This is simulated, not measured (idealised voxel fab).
process module | voxel wiring stack
cross-section cut | 235 nm wide | cells 5 nm
A cross-section is a grid of square cells, given in bands from the top down. A band is one or more rows of cells.
Each band's line starts with the height of the band's top and of its bottom, in nm. Then come its materials from left to right, each with its width in nm. One material with "throughout" fills the band from edge to edge. "air" is empty space.
Height 0 is the level under which the wafer as received is all one material. The lowest band goes on downwards, as in "0 down".
A width such as "30 to 40" changes by the same amount from each row of cells to the next, from the band's top row to its bottom row.
"no change" after a step means that no cell of the cross-section changed.
closed voids: empty space of 8 cells or more with no open way to the top, each as width x height at its distance from the left edge, in nm
after a step's settings: what the simulator itself notes on the step
overlay nm, on a step with a mask: how far to the right of its planned place the mask lay; to the left if negative
plan
1 op RECEIVE | material Si
2 op CONFORMAL_DEP | material SiO2 | thk nm 15
3 op DIRECTIONAL_DEP | material TiN | thk nm 5
4 op DIRECTIONAL_DEP | material W | thk nm 25
5 op DIRECTIONAL_DEP | material aC | thk nm 15
6 op PATTERN | tone cover | mask id METAL_1 | material resist | width nm 25 | pitch nm 45 | thk nm 35 | overlay nm 0
7 op DIRECTIONAL_ETCH | etch materials aC | depth nm 15
8 op STRIP | etch materials resist
9 op DIRECTIONAL_ETCH | etch materials W | depth nm 15
10 op DIRECTIONAL_ETCH | etch materials TiN | depth nm 5
11 op STRIP | etch materials aC
12 op CONFORMAL_DEP | material SiCN | thk nm 5
13 op FILL_DEP | material lowk | thk nm 10
14 op CMP | height nm 45
15 op CONFORMAL_DEP | material SiCN | thk nm 5
16 op DIRECTIONAL_DEP | material SiO2 | thk nm 30
17 op DIRECTIONAL_DEP | material aC | thk nm 15
18 op PATTERN | tone open | mask id METAL_2 | material resist | width nm 25 | pitch nm 45 | thk nm 35 | overlay nm 0
19 op DIRECTIONAL_ETCH | etch materials aC | depth nm 15
20 op STRIP | etch materials resist
21 op DIRECTIONAL_ETCH | etch materials SiO2 | depth nm 15
22 op STRIP | etch materials aC
23 op MASKED_ETCH | tone open | mask id METAL_2_HOLES | width nm 15 | pitch nm 45 | etch materials SiO2 | depth nm 15 | overlay nm 0
24 op MASKED_ETCH | tone open | mask id METAL_2_HOLES | width nm 15 | pitch nm 45 | etch materials SiCN | depth nm 5 | overlay nm 0
25 op CONFORMAL_DEP | material TiN | thk nm 5
26 op FILL_DEP | material Cu | thk nm 10
27 op CMP | height nm 80
28 op CONFORMAL_DEP | material SiCN | thk nm 5
29 op DIRECTIONAL_DEP | material SiO2 | thk nm 25
30 op PATTERN | tone open | mask id METAL_3 | material resist | width nm 25 | pitch nm 45 | thk nm 15 | overlay nm 0
31 op DIRECTIONAL_ETCH | etch materials SiO2 | depth nm 15
32 op STRIP | etch materials resist
33 op MASKED_ETCH | tone open | mask id METAL_3_HOLES | width nm 15 | pitch nm 90 | etch materials SiO2 | depth nm 10 | overlay nm 0
34 op MASKED_ETCH | tone open | mask id METAL_3_HOLES | width nm 15 | pitch nm 90 | etch materials SiCN | depth nm 5 | overlay nm 0
35 op CONFORMAL_DEP | material TiN | thk nm 5
36 op FILL_DEP | material Cu | thk nm 10
37 op CMP | height nm 110
38 op CONFORMAL_DEP | material SiCN | thk nm 5
varied across the wafers: depth nm of step 9. The plan shows the first wafer's value. All wafers start alike
first wafer as received, after step 1
  0 down: Si throughout
  closed voids: none
each wafer at the end: cells of each material gained (+) or lost (-) since it was received, then its closed voids
depth nm 15 | +54 Cu | +170 SiCN | +529 SiO2 | +137 TiN | +139 W | +52 lowk | closed voids: none
depth nm 20 | +54 Cu | +176 SiCN | +529 SiO2 | +137 TiN | +107 W | +78 lowk | closed voids: none
depth nm 25 | +54 Cu | +188 SiCN | +529 SiO2 | +105 TiN | +75 W | +130 lowk | closed voids: none
depth nm 30 | +54 Cu | +188 SiCN | +529 SiO2 | +105 TiN | +75 W | +130 lowk | closed voids: none
depth nm 35 | +54 Cu | +188 SiCN | +529 SiO2 | +105 TiN | +75 W | +130 lowk | closed voids: none
depth nm 40 | +54 Cu | +188 SiCN | +529 SiO2 | +105 TiN | +75 W | +130 lowk | closed voids: none
